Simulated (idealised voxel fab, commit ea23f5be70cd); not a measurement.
Process module, titled voxel capacitor over wiring
Shown is cross-section cut, with a width of 175 nm and square cells of size 5 nm.
Bands, listed from the top down, are how a cross-section gets written in this document; the cross-section itself is a grid of square cells, and a band is one or more rows of them.
In this notation a band is specified by the heights of its top and bottom, in that order and in nm, after which its materials appear from left to right, each paired with its width in nm. The word "throughout" attached to a single material means that material fills the band from edge to edge; the word "blank" stands for empty space.
All heights in this document are referenced to 0, defined as the level beneath which the wafer, as received, consists entirely of one material. The lowest band is not bounded below; it extends indefinitely downward and is written in the form "0 down".
Note: "30 to 40" means the width goes from the first number (top row of the band) to the second number (bottom row) in equal steps per row of cells.
"nothing changed" -> step changed no cross-section cell.
What "Closed cavities" gives you is every empty space of 8 cells or more that is cut off from the top. Each appears as width x height at distance, with the distance taken from the left edge and width, height and distance all in nm.
Heads up: the bit after the settings on a step's line is the simulator's remark on that step.
overlay nm: mask offset rightward from planned place, masked step; negative means leftward offset.

Here's what the planned process steps look like
- 1: RECEIVE [material Si]
- 2: CONFORMAL_DEP [material SiO2] [thk nm 10]
- 3: DIRECTIONAL_DEP [material TiN] [thk nm 5]
- 4: DIRECTIONAL_DEP [material W] [thk nm 20]
- 5: DIRECTIONAL_DEP [material aC] [thk nm 10]
- 6: PATTERN [tone cover] [mask id METAL_1] [material resist] [width nm 30] [pitch nm 80] [thk nm 25] [overlay nm 0]
- 7: DIRECTIONAL_ETCH [etch materials aC] [depth nm 10]
- 8: STRIP [etch materials resist]
- 9: DIRECTIONAL_ETCH [etch materials W] [depth nm 20]
- 10: DIRECTIONAL_ETCH [etch materials TiN] [depth nm 5]
- 11: STRIP [etch materials aC]
- 12: CONFORMAL_DEP [material SiCN] [thk nm 5]
- 13: FILL_DEP [material lowk] [thk nm 10]
- 14: CMP [height nm 35]
- 15: CONFORMAL_DEP [material SiCN] [thk nm 5]
- 16: DIRECTIONAL_DEP [material lowk] [thk nm 10]
- 17: PATTERN [tone open] [mask id PLUG_1] [material resist] [width nm 15] [thk nm 15] [overlay nm 0]
- 18: DIRECTIONAL_ETCH [etch materials lowk] [depth nm 10]
- 19: DIRECTIONAL_ETCH [etch materials SiCN] [depth nm 5]
- 20: STRIP [etch materials resist]
- 21: EPI [material Ru] [thk nm 10]
- 22: EPI [material Ru] [thk nm 5]
- 23: DIRECTIONAL_DEP [material TiN] [thk nm 10]
- 24: DIRECTIONAL_DEP [material SiN] [thk nm 5]
- 25: DIRECTIONAL_DEP [material TiN] [thk nm 10]
- 26: PATTERN [tone cover] [mask id UPPER_PLATE] [material resist] [width nm 55] [thk nm 15] [overlay nm 0]
- 27: DIRECTIONAL_ETCH [etch materials TiN] [depth nm 10]
- 28: DIRECTIONAL_ETCH [etch materials SiN] [depth nm 5]
- 29: STRIP [etch materials resist]
- 30: MASKED_ETCH [tone cover] [mask id LOWER_PLATE] [width nm 65] [etch materials TiN] [depth nm 10] [overlay nm 0]
- 31: FILL_DEP [material SiO2] [thk nm 20]
- 32: CMP [height nm 90]
- 33: PATTERN [tone open] [mask id PLUG_2] [material resist] [width nm 15] [thk nm 15] [overlay nm 0]
- 34: DIRECTIONAL_ETCH [etch materials SiO2] [depth nm 15]
- 35: STRIP [etch materials resist]
- 36: CONFORMAL_DEP [material TiN] [thk nm 5]
- 37: FILL_DEP [material Ru] [thk nm 10]
- 38: CMP [height nm 90]
- 39: CONFORMAL_DEP [material SiCN] [thk nm 5]

The following pertains to the first of two wafers, which was processed as planned

As-received state of the wafer in cross-section, equivalent to post-step 1
- 0 down: Si throughout
- Closed cavities: none

Step 2 complete: cross-section through the wafer
- 10 to 0: SiO2 throughout
- For the remainder of the cross-section, below 0, there is no change.

Step 3 complete: cross-section through the wafer
- 15 to 10: TiN throughout
- For the remainder of the cross-section, below 10, there is no change.

Step 4 complete: cross-section through the wafer
- 35 to 15: W throughout
- For the remainder of the cross-section, below 15, there is no change.

Step 5 complete: cross-section through the wafer
- 45 to 35: aC throughout
- For the remainder of the cross-section, below 35, there is no change.

Step 6 complete: cross-section through the wafer
- 70 to 45: 30 blank  30 resist  50 blank  30 resist  35 blank
- For the remainder of the cross-section, below 45, there is no change.

Step 7 complete: cross-section through the wafer
- 60 to 45: 30 blank  30 resist  50 blank  30 resist  35 blank
- 45 to 35: 30 blank  30 aC  50 blank  30 aC  35 blank
- For the remainder of the cross-section, below 35, there is no change.

Step 8 complete: cross-section through the wafer
- 45 to 35: 30 blank  30 aC  50 blank  30 aC  35 blank
- For the remainder of the cross-section, below 35, there is no change.

Step 9 complete: cross-section through the wafer
- 45 to 35: 30 blank  30 aC  50 blank  30 aC  35 blank
- 35 to 15: 30 blank  30 W  50 blank  30 W  35 blank
- For the remainder of the cross-section, below 15, there is no change.

Step 10 complete: cross-section through the wafer
- 45 to 35: 30 blank  30 aC  50 blank  30 aC  35 blank
- 35 to 15: 30 blank  30 W  50 blank  30 W  35 blank
- 15 to 10: 30 blank  30 TiN  50 blank  30 TiN  35 blank
- For the remainder of the cross-section, below 10, there is no change.

Step 11 complete: cross-section through the wafer
- 35 to 15: 30 blank  30 W  50 blank  30 W  35 blank
- For the remainder of the cross-section, below 15, there is no change.

Step 12 complete: cross-section through the wafer
- 40 to 35: 25 blank  40 SiCN  40 blank  40 SiCN  30 blank
- 35 to 15: 25 blank  5 SiCN  30 W  5 SiCN  40 blank  5 SiCN  30 W  5 SiCN  30 blank
- 15 to 10: 30 SiCN  30 TiN  50 SiCN  30 TiN  35 SiCN
- For the remainder of the cross-section, below 10, there is no change.

Step 13 complete: cross-section through the wafer
- 50 to 40: lowk throughout
- 40 to 35: 25 lowk  40 SiCN  40 lowk  40 SiCN  30 lowk
- 35 to 15: 25 lowk  5 SiCN  30 W  5 SiCN  40 lowk  5 SiCN  30 W  5 SiCN  30 lowk
- For the remainder of the cross-section, below 15, there is no change.

Step 14 complete: cross-section through the wafer
- 35 to 15: 25 lowk  5 SiCN  30 W  5 SiCN  40 lowk  5 SiCN  30 W  5 SiCN  30 lowk
- For the remainder of the cross-section, below 15, there is no change.

Step 15 complete: cross-section through the wafer
- 40 to 35: SiCN throughout
- For the remainder of the cross-section, below 35, there is no change.

Step 16 complete: cross-section through the wafer
- 50 to 40: lowk throughout
- For the remainder of the cross-section, below 40, there is no change.

Step 17 complete: cross-section through the wafer
- 65 to 50: 45 resist  15 blank  115 resist
- For the remainder of the cross-section, below 50, there is no change.

Step 18 complete: cross-section through the wafer
- 65 to 50: 45 resist  15 blank  115 resist
- 50 to 40: 45 lowk  15 blank  115 lowk
- For the remainder of the cross-section, below 40, there is no change.

Step 19 complete: cross-section through the wafer
- 65 to 50: 45 resist  15 blank  115 resist
- 50 to 40: 45 lowk  15 blank  115 lowk
- 40 to 35: 45 SiCN  15 blank  115 SiCN
- For the remainder of the cross-section, below 35, there is no change.

Step 20 complete: cross-section through the wafer
- 50 to 40: 45 lowk  15 blank  115 lowk
- For the remainder of the cross-section, below 40, there is no change.

Step 21 complete: cross-section through the wafer
- 50 to 45: 45 lowk  15 blank  115 lowk
- 45 to 40: 45 lowk  15 Ru  115 lowk
- 40 to 35: 45 SiCN  15 Ru  115 SiCN
- For the remainder of the cross-section, below 35, there is no change.

Step 22 complete: cross-section through the wafer
- 50 to 40: 45 lowk  15 Ru  115 lowk
- For the remainder of the cross-section, below 40, there is no change.

Step 23 complete: cross-section through the wafer
- 60 to 50: TiN throughout
- For the remainder of the cross-section, below 50, there is no change.

Step 24 complete: cross-section through the wafer
- 65 to 60: SiN throughout
- For the remainder of the cross-section, below 60, there is no change.

Step 25 complete: cross-section through the wafer
- 75 to 65: TiN throughout
- For the remainder of the cross-section, below 65, there is no change.

Step 26 complete: cross-section through the wafer
- 90 to 75: 45 blank  55 resist  75 blank
- For the remainder of the cross-section, below 75, there is no change.

Step 27 complete: cross-section through the wafer
- 90 to 75: 45 blank  55 resist  75 blank
- 75 to 65: 45 blank  55 TiN  75 blank
- For the remainder of the cross-section, below 65, there is no change.

Step 28 complete: cross-section through the wafer
- 90 to 75: 45 blank  55 resist  75 blank
- 75 to 65: 45 blank  55 TiN  75 blank
- 65 to 60: 45 blank  55 SiN  75 blank
- For the remainder of the cross-section, below 60, there is no change.

Step 29 complete: cross-section through the wafer
- 75 to 65: 45 blank  55 TiN  75 blank
- For the remainder of the cross-section, below 65, there is no change.

Step 30 complete: cross-section through the wafer
- 75 to 65: 45 blank  55 TiN  75 blank
- 65 to 60: 45 blank  55 SiN  75 blank
- 60 to 50: 40 blank  65 TiN  70 blank
- For the remainder of the cross-section, below 50, there is no change.

Step 31 complete: cross-section through the wafer
- 95 to 75: SiO2 throughout
- 75 to 65: 45 SiO2  55 TiN  75 SiO2
- 65 to 60: 45 SiO2  55 SiN  75 SiO2
- 60 to 50: 40 SiO2  65 TiN  70 SiO2
- For the remainder of the cross-section, below 50, there is no change.

Step 32 complete: cross-section through the wafer
- 90 to 75: SiO2 throughout
- For the remainder of the cross-section, below 75, there is no change.

Step 33 complete: cross-section through the wafer
- 105 to 90: 55 resist  15 blank  105 resist
- For the remainder of the cross-section, below 90, there is no change.

Step 34 complete: cross-section through the wafer
- 105 to 90: 55 resist  15 blank  105 resist
- 90 to 75: 55 SiO2  15 blank  105 SiO2
- For the remainder of the cross-section, below 75, there is no change.

Step 35 complete: cross-section through the wafer
- 90 to 75: 55 SiO2  15 blank  105 SiO2
- For the remainder of the cross-section, below 75, there is no change.

Step 36 complete: cross-section through the wafer
- 95 to 90: 60 TiN  5 blank  110 TiN
- 90 to 80: 55 SiO2  5 TiN  5 blank  5 TiN  105 SiO2
- 80 to 75: 55 SiO2  15 TiN  105 SiO2
- For the remainder of the cross-section, below 75, there is no change.

Step 37 complete: cross-section through the wafer
- 105 to 95: Ru throughout
- 95 to 90: 60 TiN  5 Ru  110 TiN
- 90 to 80: 55 SiO2  5 TiN  5 Ru  5 TiN  105 SiO2
- For the remainder of the cross-section, below 80, there is no change.

Step 38 complete: cross-section through the wafer
- 90 to 80: 55 SiO2  5 TiN  5 Ru  5 TiN  105 SiO2
- For the remainder of the cross-section, below 80, there is no change.

Step 39 complete: cross-section through the wafer
- 95 to 90: SiCN throughout
- For the remainder of the cross-section, below 90, there is no change.

Second wafer: like start, like plan, one mistake. Through step 5 it matches the first wafer

Cross-section, second wafer, at the end time the plan gives for step 6
- 70 to 45: 25 blank  40 resist  40 blank  40 resist  30 blank
- For the remainder of the cross-section, below 45, there is no change.

Cross-section, second wafer, at the end time the plan gives for step 7
- 60 to 45: 25 blank  40 resist  40 blank  40 resist  30 blank
- 45 to 35: 25 blank  40 aC  40 blank  40 aC  30 blank
- For the remainder of the cross-section, below 35, there is no change.

Cross-section, second wafer, at the end time the plan gives for step 8
- 45 to 35: 25 blank  40 aC  40 blank  40 aC  30 blank
- For the remainder of the cross-section, below 35, there is no change.

Cross-section, second wafer, at the end time the plan gives for step 9
- 45 to 35: 25 blank  40 aC  40 blank  40 aC  30 blank
- 35 to 15: 25 blank  40 W  40 blank  40 W  30 blank
- For the remainder of the cross-section, below 15, there is no change.

Cross-section, second wafer, at the end time the plan gives for step 10
- 45 to 35: 25 blank  40 aC  40 blank  40 aC  30 blank
- 35 to 15: 25 blank  40 W  40 blank  40 W  30 blank
- 15 to 10: 25 blank  40 TiN  40 blank  40 TiN  30 blank
- For the remainder of the cross-section, below 10, there is no change.

Cross-section, second wafer, at the end time the plan gives for step 11
- 35 to 15: 25 blank  40 W  40 blank  40 W  30 blank
- For the remainder of the cross-section, below 15, there is no change.

Cross-section, second wafer, at the end time the plan gives for step 12
- 40 to 35: 20 blank  50 SiCN  30 blank  50 SiCN  25 blank
- 35 to 15: 20 blank  5 SiCN  40 W  5 SiCN  30 blank  5 SiCN  40 W  5 SiCN  25 blank
- 15 to 10: 25 SiCN  40 TiN  40 SiCN  40 TiN  30 SiCN
- For the remainder of the cross-section, below 10, there is no change.

Cross-section, second wafer, at the end time the plan gives for step 13
- 50 to 40: lowk throughout
- 40 to 35: 20 lowk  50 SiCN  30 lowk  50 SiCN  25 lowk
- 35 to 15: 20 lowk  5 SiCN  40 W  5 SiCN  30 lowk  5 SiCN  40 W  5 SiCN  25 lowk
- For the remainder of the cross-section, below 15, there is no change.

Cross-section, second wafer, at the end time the plan gives for step 14
- 35 to 15: 20 lowk  5 SiCN  40 W  5 SiCN  30 lowk  5 SiCN  40 W  5 SiCN  25 lowk
- For the remainder of the cross-section, below 15, there is no change.

Cross-section, second wafer, at the end time the plan gives for step 15
- 40 to 35: SiCN throughout
- For the remainder of the cross-section, below 35, there is no change.

Cross-section, second wafer, at the end time the plan gives for step 16
- 50 to 40: lowk throughout
- For the remainder of the cross-section, below 40, there is no change.

Cross-section, second wafer, at the end time the plan gives for step 17
- 65 to 50: 45 resist  15 blank  115 resist
- For the remainder of the cross-section, below 50, there is no change.

Cross-section, second wafer, at the end time the plan gives for step 18
- 65 to 50: 45 resist  15 blank  115 resist
- 50 to 40: 45 lowk  15 blank  115 lowk
- For the remainder of the cross-section, below 40, there is no change.

Cross-section, second wafer, at the end time the plan gives for step 19
- 65 to 50: 45 resist  15 blank  115 resist
- 50 to 40: 45 lowk  15 blank  115 lowk
- 40 to 35: 45 SiCN  15 blank  115 SiCN
- For the remainder of the cross-section, below 35, there is no change.

Cross-section, second wafer, at the end time the plan gives for step 20
- 50 to 40: 45 lowk  15 blank  115 lowk
- For the remainder of the cross-section, below 40, there is no change.

Cross-section, second wafer, at the end time the plan gives for step 21
- 50 to 45: 45 lowk  15 blank  115 lowk
- 45 to 40: 45 lowk  15 Ru  115 lowk
- 40 to 35: 45 SiCN  15 Ru  115 SiCN
- For the remainder of the cross-section, below 35, there is no change.

Cross-section, second wafer, at the end time the plan gives for step 22
- 50 to 40: 45 lowk  15 Ru  115 lowk
- For the remainder of the cross-section, below 40, there is no change.

Cross-section, second wafer, at the end time the plan gives for step 23
- 60 to 50: TiN throughout
- For the remainder of the cross-section, below 50, there is no change.

Cross-section, second wafer, at the end time the plan gives for step 24
- 65 to 60: SiN throughout
- For the remainder of the cross-section, below 60, there is no change.

Cross-section, second wafer, at the end time the plan gives for step 25
- 75 to 65: TiN throughout
- For the remainder of the cross-section, below 65, there is no change.

Cross-section, second wafer, at the end time the plan gives for step 26
- 90 to 75: 45 blank  55 resist  75 blank
- For the remainder of the cross-section, below 75, there is no change.

Cross-section, second wafer, at the end time the plan gives for step 27
- 90 to 75: 45 blank  55 resist  75 blank
- 75 to 65: 45 blank  55 TiN  75 blank
- For the remainder of the cross-section, below 65, there is no change.

Cross-section, second wafer, at the end time the plan gives for step 28
- 90 to 75: 45 blank  55 resist  75 blank
- 75 to 65: 45 blank  55 TiN  75 blank
- 65 to 60: 45 blank  55 SiN  75 blank
- For the remainder of the cross-section, below 60, there is no change.

Cross-section, second wafer, at the end time the plan gives for step 29
- 75 to 65: 45 blank  55 TiN  75 blank
- For the remainder of the cross-section, below 65, there is no change.

Cross-section, second wafer, at the end time the plan gives for step 30
- 75 to 65: 45 blank  55 TiN  75 blank
- 65 to 60: 45 blank  55 SiN  75 blank
- 60 to 50: 40 blank  65 TiN  70 blank
- For the remainder of the cross-section, below 50, there is no change.

Cross-section, second wafer, at the end time the plan gives for step 31
- 95 to 75: SiO2 throughout
- 75 to 65: 45 SiO2  55 TiN  75 SiO2
- 65 to 60: 45 SiO2  55 SiN  75 SiO2
- 60 to 50: 40 SiO2  65 TiN  70 SiO2
- For the remainder of the cross-section, below 50, there is no change.

Cross-section, second wafer, at the end time the plan gives for step 32
- 90 to 75: SiO2 throughout
- For the remainder of the cross-section, below 75, there is no change.

Cross-section, second wafer, at the end time the plan gives for step 33
- 105 to 90: 55 resist  15 blank  105 resist
- For the remainder of the cross-section, below 90, there is no change.

Cross-section, second wafer, at the end time the plan gives for step 34
- 105 to 90: 55 resist  15 blank  105 resist
- 90 to 75: 55 SiO2  15 blank  105 SiO2
- For the remainder of the cross-section, below 75, there is no change.

Cross-section, second wafer, at the end time the plan gives for step 35
- 90 to 75: 55 SiO2  15 blank  105 SiO2
- For the remainder of the cross-section, below 75, there is no change.

Cross-section, second wafer, at the end time the plan gives for step 36
- 95 to 90: 60 TiN  5 blank  110 TiN
- 90 to 80: 55 SiO2  5 TiN  5 blank  5 TiN  105 SiO2
- 80 to 75: 55 SiO2  15 TiN  105 SiO2
- For the remainder of the cross-section, below 75, there is no change.

Cross-section, second wafer, at the end time the plan gives for step 37
- 105 to 95: Ru throughout
- 95 to 90: 60 TiN  5 Ru  110 TiN
- 90 to 80: 55 SiO2  5 TiN  5 Ru  5 TiN  105 SiO2
- For the remainder of the cross-section, below 80, there is no change.

Cross-section, second wafer, at the end time the plan gives for step 38
- 90 to 80: 55 SiO2  5 TiN  5 Ru  5 TiN  105 SiO2
- For the remainder of the cross-section, below 80, there is no change.

Cross-section, second wafer, at the end time the plan gives for step 39
- 95 to 90: SiCN throughout
- For the remainder of the cross-section, below 90, there is no change.
Deviation from plan: rather than as planned, step 6 actually ran as PATTERN [tone cover] [mask id METAL_1] [material resist] [width nm 40] [pitch nm 80] [thk nm 25] [overlay nm 0]
Looking at both finished wafers in cells, the second ends up ahead of or behind the first on some materials: SiCN: 4 fewer | TiN: 4 more | W: 16 more | lowk: 16 fewer
